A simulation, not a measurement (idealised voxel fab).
process module | voxel wiring stack
cross-section cut | 270 nm wide | cells 5 nm
A cross-section is a grid of square cells, given in bands from the top down. A band is one or more rows of cells.
Each band's line starts with the height of the band's top and of its bottom, in nm. Then come its materials from left to right, each with its width in nm. One material with "throughout" fills the band from edge to edge. "air" is empty space.
Height 0 is the level under which the wafer as received is all one material. The lowest band goes on downwards, as in "0 down".
A width such as "30 to 40" changes by the same amount from each row of cells to the next, from the band's top row to its bottom row.
"no change" after a step means that no cell of the cross-section changed.
closed voids: empty space of 8 cells or more with no open way to the top, each as width x height at its distance from the left edge, in nm
after a step's settings: what the simulator itself notes on the step
overlay nm, on a step with a mask: how far to the right of its planned place the mask lay; to the left if negative
plan
1 op RECEIVE | material Si
2 op CONFORMAL_DEP | material SiO2 | thk nm 15
3 op CONFORMAL_DEP | material SiN | thk nm 5
4 op DIRECTIONAL_DEP | material SiO2 | thk nm 15
5 op PATTERN | tone open | mask id METAL_1 | material resist | width nm 30 | pitch nm 50 | thk nm 20 | overlay nm 0
6 op DIRECTIONAL_ETCH | etch materials SiO2 | depth nm 15
7 op DIRECTIONAL_ETCH | etch materials SiN | depth nm 5
8 op STRIP | etch materials resist
9 op CONFORMAL_DEP | material TiN | thk nm 5
10 op FILL_DEP | material Cu | thk nm 10
11 op CMP | height nm 35
12 op CONFORMAL_DEP | material SiCN | thk nm 5
13 op DIRECTIONAL_DEP | material lowk | thk nm 25
14 op MASKED_ETCH | tone open | mask id METAL_2_HOLES | width nm 15 | etch materials lowk | depth nm 25 | overlay nm 0
15 op DIRECTIONAL_DEP | material aC | thk nm 10
16 op PATTERN | tone open | mask id METAL_2 | material resist | width nm 30 | pitch nm 50 | thk nm 25 | overlay nm 0
17 op DIRECTIONAL_ETCH | etch materials aC | depth nm 10
18 op STRIP | etch materials resist
19 op DIRECTIONAL_ETCH | etch materials lowk | depth nm 15
20 op DIRECTIONAL_ETCH | etch materials SiCN | depth nm 5
21 op STRIP | etch materials aC
22 op CONFORMAL_DEP | material TiN | thk nm 5
23 op FILL_DEP | material Ru | thk nm 5
24 op CMP | height nm 65
25 op CONFORMAL_DEP | material SiCN | thk nm 5
26 op DIRECTIONAL_DEP | material SiO2 | thk nm 10
27 op MASKED_ETCH | tone open | mask id PLUG_2 | width nm 15 | etch materials SiO2 | depth nm 10 | overlay nm 0
28 op MASKED_ETCH | tone open | mask id PLUG_2 | width nm 15 | etch materials SiCN | depth nm 5 | overlay nm 0
29 op CONFORMAL_DEP | material TiN | thk nm 5
30 op FILL_DEP | material Ru | thk nm 5
31 op CMP | height nm 80
32 op CONFORMAL_DEP | material SiN | thk nm 5
33 op DIRECTIONAL_DEP | material SiO2 | thk nm 20
34 op MASKED_ETCH | tone open | mask id METAL_3 | width nm 30 | pitch nm 50 | etch materials SiO2 | depth nm 20 | overlay nm 0
35 op MASKED_ETCH | tone open | mask id METAL_3 | width nm 30 | pitch nm 50 | etch materials SiN | depth nm 5 | overlay nm 0
36 op CONFORMAL_DEP | material TiN | thk nm 5
37 op FILL_DEP | material Ru | thk nm 5
38 op CMP | height nm 105
39 op CONFORMAL_DEP | material SiN | thk nm 5
as received, after step 1
  0 down: Si throughout
  closed voids: none
a wafer at the end: this start, this plan, one mistake
  110 to 105: SiN throughout
  105 to 85: SiO2 95 | TiN 5 | Ru 20 | TiN 5 | SiO2 20 | TiN 5 | Ru 20 | TiN 5 | SiO2 95
  85 to 80: SiN 95 | TiN 30 | SiN 20 | TiN 30 | SiN 95
  80 to 75: SiO2 90 | TiN 5 | Ru 5 | TiN 5 | SiO2 165
  75 to 70: SiO2 90 | TiN 15 | SiO2 165
  70 to 65: SiCN 95 | TiN 10 | SiCN 165
  65 to 55: lowk 95 | TiN 5 | Ru 20 | TiN 5 | lowk 20 | TiN 5 | Ru 20 | TiN 5 | lowk 95
  55 to 50: lowk 95 | TiN 5 | Ru 5 | TiN 20 | lowk 20 | TiN 30 | lowk 95
  50 to 40: lowk 95 | TiN 5 | Ru 5 | TiN 5 | lowk 160
  40 to 35: SiCN 95 | TiN 15 | SiCN 160
  35 to 20: SiO2 95 | TiN 5 | Cu 20 | TiN 5 | SiO2 20 | TiN 5 | Cu 20 | TiN 5 | SiO2 95
  20 to 15: SiN 95 | TiN 30 | SiN 20 | TiN 30 | SiN 95
  15 to 0: SiO2 throughout
  0 down: Si throughout
  closed voids: none
what went wrong: step 27 ran as: op MASKED_ETCH | tone open | mask id PLUG_2 | width nm 15 | etch materials SiO2 | depth nm 10 | overlay nm -5
